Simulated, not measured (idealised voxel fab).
process module | voxel lift off
cross-section cut | 265 nm wide | cells 5 nm
A cross-section is a grid of square cells, given in bands from the top down. A band is one or more rows of cells.
Each band's line starts with the height of the band's top and of its bottom, in nm. Then come its materials from left to right, each with its width in nm. One material with "throughout" fills the band from edge to edge. "air" is empty space.
Height 0 is the level under which the wafer as received is all one material. The lowest band goes on downwards, as in "0 down".
A width such as "30 to 40" changes by the same amount from each row of cells to the next, from the band's top row to its bottom row.
"no change" after a step means that no cell of the cross-section changed.
closed voids: empty space of 8 cells or more with no open way to the top, each as width x height at its distance from the left edge, in nm
after a step's settings: what the simulator itself notes on the step
overlay nm, on a step with a mask: how far to the right of its planned place the mask lay; to the left if negative
plan
1 op RECEIVE | material Si
2 op CONFORMAL_DEP | material SiO2 | thk nm 5
3 op PATTERN | tone open | mask id LINES | material resist | width nm 30 | pitch nm 50 | thk nm 25 | overlay nm 0
4 op DIRECTIONAL_DEP | material Ru | thk nm 15
5 op STRIP | etch materials resist
6 op CONFORMAL_DEP | material SiN | thk nm 5
first wafer, as planned
as received, after step 1
  0 down: Si throughout
  closed voids: none
after step 2
  5 to 0: SiO2 throughout
  below 0: unchanged
after step 3
  30 to 5: resist 65 | air 30 | resist 20 | air 30 | resist 20 | air 30 | resist 70
  below 5: unchanged
after step 4
  45 to 30: Ru 65 | air 30 | Ru 20 | air 30 | Ru 20 | air 30 | Ru 70
  30 to 20: resist 65 | air 30 | resist 20 | air 30 | resist 20 | air 30 | resist 70
  20 to 5: resist 65 | Ru 30 | resist 20 | Ru 30 | resist 20 | Ru 30 | resist 70
  below 5: unchanged
after step 5
  20 to 5: air 65 | Ru 30 | air 20 | Ru 30 | air 20 | Ru 30 | air 70
  below 5: unchanged
after step 6
  25 to 20: air 60 | SiN 40 | air 10 | SiN 40 | air 10 | SiN 40 | air 65
  20 to 10: air 60 | SiN 5 | Ru 30 | SiN 5 | air 10 | SiN 5 | Ru 30 | SiN 5 | air 10 | SiN 5 | Ru 30 | SiN 5 | air 65
  10 to 5: SiN 65 | Ru 30 | SiN 20 | Ru 30 | SiN 20 | Ru 30 | SiN 70
  below 5: unchanged
second wafer: like start, like plan, one mistake. Through step 2 it matches the first wafer
when step 3 should have ended
  30 to 5: resist 60 | air 30 | resist 20 | air 30 | resist 20 | air 30 | resist 75
  below 5: unchanged
when step 4 should have ended
  45 to 30: Ru 60 | air 30 | Ru 20 | air 30 | Ru 20 | air 30 | Ru 75
  30 to 20: resist 60 | air 30 | resist 20 | air 30 | resist 20 | air 30 | resist 75
  20 to 5: resist 60 | Ru 30 | resist 20 | Ru 30 | resist 20 | Ru 30 | resist 75
  below 5: unchanged
when step 5 should have ended
  20 to 5: air 60 | Ru 30 | air 20 | Ru 30 | air 20 | Ru 30 | air 75
  below 5: unchanged
when step 6 should have ended
  25 to 20: air 55 | SiN 40 | air 10 | SiN 40 | air 10 | SiN 40 | air 70
  20 to 10: air 55 | SiN 5 | Ru 30 | SiN 5 | air 10 | SiN 5 | Ru 30 | SiN 5 | air 10 | SiN 5 | Ru 30 | SiN 5 | air 70
  10 to 5: SiN 60 | Ru 30 | SiN 20 | Ru 30 | SiN 20 | Ru 30 | SiN 75
  below 5: unchanged
what went wrong: step 3 ran as: op PATTERN | tone open | mask id LINES | material resist | width nm 30 | pitch nm 50 | thk nm 25 | overlay nm -5
at the end the second wafer has, in cells: as many of each material as the first, in other places
